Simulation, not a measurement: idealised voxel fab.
The document below concerns the process module designated voxel transistor to metal.
Section shown: cut. Width: 275 nm. Cell size: 5 nm, square.
Just so we're on the same page, the cross-sections are grids of square cells, and they're listed out in bands top to bottom, each band one or more rows deep. For a band, the entry starts with two heights in nm, that of the top and then that of the bottom, and carries on with the band's materials in order from left to right, each alongside its width in nm; the word "throughout" beside a single material means it fills the band edge to edge, and "air" means empty space. Counting heights begins at 0, where everything beneath is, in the wafer as received, one material. The lowest band has no bottom; it goes on downwards, as "z 0 and below" shows. With a width like "30..40", each row of cells in the band differs from the next by the same amount, the top row carrying the first number and the bottom row the second. The designation "remains unaltered", where it is given for a processing step, indicates that no cell of the cross-section was altered in the course of that step. "Sealed internal voids" means: voids of 8 cells or more that are shut off from the top with no open way through. Written width x height at distance, distance from the left edge, in nm. It should be noted that, on the line of a given step, the content following the step's settings is a remark produced by the simulator itself with respect to that step. overlay nm: where the mask lay relative to plan, measured to the right, on steps with a mask; negatives go left.
### Here's what the planned process steps look like
- 1: RECEIVE | material Si
- 2: CONFORMAL_DEP | material SiO2 | thk nm 5
- 3: CONFORMAL_DEP | material SiN | thk nm 10
- 4: PATTERN | tone cover | mask id ACTIVE | material resist | width nm 105 | pitch nm 125 | thk nm 20 | overlay nm 0
- 5: DIRECTIONAL_ETCH | etch materials SiN | depth nm 10
- 6: DIRECTIONAL_ETCH | etch materials SiO2 | depth nm 5
- 7: DIRECTIONAL_ETCH | etch materials Si | depth nm 30
- 8: STRIP | etch materials resist
- 9: FILL_DEP | material SiO2 | thk nm 15
- 10: CMP | height nm 15
- 11: SELECTIVE_ETCH | etch materials SiO2 | depth nm 5
- 12: STRIP | etch materials SiN
- 13: SELECTIVE_ETCH | etch materials SiO2 | depth nm 5
- 14: OXIDIZE | depth nm 5
- 15: DIRECTIONAL_DEP | material polySi | thk nm 20
- 16: DIRECTIONAL_DEP | material SiCN | thk nm 10
- 17: PATTERN | tone cover | mask id GATE | material resist | width nm 25 | pitch nm 125 | thk nm 20 | overlay nm 0
- 18: DIRECTIONAL_ETCH | etch materials SiCN | depth nm 20
- 19: DIRECTIONAL_ETCH | etch materials polySi | depth nm 30
- 20: STRIP | etch materials resist
- 21: CONFORMAL_DEP | material SiN | thk nm 10
- 22: DIRECTIONAL_ETCH | etch materials SiN | depth nm 10
- 23: DIRECTIONAL_ETCH | etch materials SiO2 | depth nm 5
- 24: DIRECTIONAL_ETCH | etch materials Si | depth nm 10
- 25: EPI | material SiGe | thk nm 15
- 26: FILL_DEP | material SiO2 | thk nm 5
- 27: CMP | height nm 30
- 28: DIRECTIONAL_DEP | material SiO2 | thk nm 15
- 29: DIRECTIONAL_DEP | material aC | thk nm 10
- 30: PATTERN | tone open | mask id CONTACT | material resist | width nm 30 | thk nm 25 | overlay nm 0
- 31: DIRECTIONAL_ETCH | etch materials aC | depth nm 10
- 32: STRIP | etch materials resist
- 33: DIRECTIONAL_ETCH | etch materials SiO2 | depth nm 35
- 34: STRIP | etch materials aC
- 35: CONFORMAL_DEP | material TiN | thk nm 5
- 36: FILL_DEP | material W | thk nm 5
- 37: CMP | height nm 45
- 38: CONFORMAL_DEP | material SiCN | thk nm 5
- 39: DIRECTIONAL_DEP | material lowk | thk nm 15
- 40: MASKED_ETCH | tone open | mask id METAL_1 | width nm 20 | etch materials lowk | depth nm 15 | overlay nm 0
- 41: MASKED_ETCH | tone open | mask id METAL_1 | width nm 20 | etch materials SiCN | depth nm 5 | overlay nm 0
- 42: CONFORMAL_DEP | material TiN | thk nm 5
- 43: FILL_DEP | material Ru | thk nm 5
- 44: CMP | height nm 65
- 45: CONFORMAL_DEP | material SiN | thk nm 5
### The cross-section here shows the wafer as received, i.e. in its state after step 1
- z 0 and below | Si throughout
- Sealed internal voids: none
### Cross-section, end of module. Start: as above. Plan: as above. Execution: one mistake
- z 70 to 65 | SiN throughout
- z 65 to 60 | 25 of SiCN  20 of TiN  55 of SiCN  20 of TiN  30 of SiCN  20 of TiN  55 of SiCN  20 of TiN  30 of SiCN
- z 60 to 45 | lowk throughout
- z 45 to 35 | 25 of SiO2  5 of TiN  20 of W  5 of TiN  35 of SiO2  5 of TiN  20 of W  5 of TiN  30 of SiO2  5 of TiN  20 of W  5 of TiN  35 of SiO2  5 of TiN  20 of W  5 of TiN  30 of SiO2
- z 35 to 30 | 25 of SiO2  5 of TiN  15 of W  10 of TiN  35 of SiO2  10 of TiN  15 of W  5 of TiN  30 of SiO2  5 of TiN  15 of W  10 of TiN  35 of SiO2  10 of TiN  15 of W  5 of TiN  30 of SiO2
- z 30 to 20 | 25 of SiO2  5 of TiN  15 of W  5 of TiN  10 of SiN  25 of SiCN  10 of SiN  5 of TiN  15 of W  5 of TiN  30 of SiO2  5 of TiN  15 of W  5 of TiN  10 of SiN  25 of SiCN  10 of SiN  5 of TiN  15 of W  5 of TiN  30 of SiO2
- z 20 to 15 | 25 of SiO2  5 of TiN  15 of W  5 of TiN  10 of SiN  25 of polySi  10 of SiN  5 of TiN  15 of W  5 of TiN  30 of SiO2  5 of TiN  15 of W  5 of TiN  10 of SiN  25 of polySi  10 of SiN  5 of TiN  15 of W  5 of TiN  30 of SiO2
- z 15 to 10 | 25 of SiO2  25 of TiN  10 of SiN  25 of polySi  10 of SiN  25 of TiN  30 of SiO2  25 of TiN  10 of SiN  25 of polySi  10 of SiN  25 of TiN  30 of SiO2
- z 10 to 5 | 20 of SiO2  30 of SiGe  10 of SiN  25 of polySi  10 of SiN  30 of SiGe  20 of SiO2  30 of SiGe  10 of SiN  25 of polySi  10 of SiN  30 of SiGe  25 of SiO2
- z 5 to 0 | 15 of SiO2  10 of SiN  25 of SiGe  10 of SiN  25 of polySi  10 of SiN  25 of SiGe  10 of SiN  10 of SiO2  10 of SiN  25 of SiGe  10 of SiN  25 of polySi  10 of SiN  25 of SiGe  10 of SiN  20 of SiO2
- z 0 to -5 | 25 of SiO2  25 of SiGe  45 of SiO2  25 of SiGe  30 of SiO2  25 of SiGe  45 of SiO2  25 of SiGe  30 of SiO2
- z -5 to -15 | 20 of SiO2  5 of Si  25 of SiGe  45 of Si  25 of SiGe  5 of Si  20 of SiO2  5 of Si  25 of SiGe  45 of Si  25 of SiGe  5 of Si  25 of SiO2
- z -15 to -30 | 20 of SiO2  105 of Si  20 of SiO2  105 of Si  25 of SiO2
- z -30 and below | Si throughout
- Sealed internal voids: none
So what did we get wrong on this run? order of steps 38 and 39 inverted relative to the plan
